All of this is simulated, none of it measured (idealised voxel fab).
Name of the process module below: voxel fin reveal
We display cut, a cross-section 200 nm in width whose square cells are each 5 nm.
In what follows, cross-sections appear as grids of square cells, described through bands that run from the top down, where every band is one or more rows of cells.
In this notation a band is specified by the heights of its top and bottom, in that order and in nm, after which its materials appear from left to right, each paired with its width in nm. The word "full width" attached to a single material means that material fills the band from edge to edge; the word "blank" stands for empty space.
For the purposes of this specification, 0 denotes the height below which the wafer in its as-received condition is composed wholly of one material, and the lowermost band, lacking a lower limit, extends downward without end, as expressed in "0..down".
Quick explanation for "30->40": the width changes in equal steps down the rows of cells, from the first number in the band's top row to the second number in its bottom row.
Step note "stayed the same" = no cross-section cell changed.
"Cavities, closed" means: voids of 8 cells or more that are shut off from the top with no open way through. Written width x height at distance, distance from the left edge, in nm.
after a step's settings: what the simulator itself notes on the step
What "overlay nm" on a step's line means: if the step has a mask, that mask lay this far to the right of its planned place, or, when the value is negative, to the left.

# Below is the list of planned process steps
step 1: RECEIVE (material Si)
step 2: CONFORMAL_DEP (material SiN; thk nm 10)
step 3: MASKED_ETCH (tone cover; mask id FINS; width nm 15; pitch nm 35; etch materials SiN; depth nm 10; overlay nm 0)
step 4: MASKED_ETCH (tone cover; mask id FINS; width nm 15; pitch nm 35; etch materials Si; depth nm 40; overlay nm -15)
step 5: FILL_DEP (material SiO2; thk nm 15)
step 6: CMP (height nm 10)
step 7: SELECTIVE_ETCH (etch materials SiO2; depth nm 25)
step 8: STRIP (etch materials SiN)
Where the wafers of this document differ is in the overlay nm of step 4; they start out the same, and the plan states the value that applied to the first wafer.

# Cross-section of the first of several received wafers, showing its state after step 1
  0..down  Si full width
  Cavities, closed: none

# Table: wafers, a row each; end-of-module cell change per material since receipt, gain (+), loss (-); then closed voids
overlay nm -15, -224 Si, +140 SiO2, Cavities, closed: none
overlay nm -10, -240 Si, +150 SiO2, Cavities, closed: none
overlay nm -5, -256 Si, +160 SiO2, Cavities, closed: none
overlay nm 0, -272 Si, +170 SiO2, Cavities, closed: none
overlay nm 5, -256 Si, +160 SiO2, Cavities, closed: none
overlay nm 10, -240 Si, +150 SiO2, Cavities, closed: none
overlay nm 15, -224 Si, +140 SiO2, Cavities, closed: none
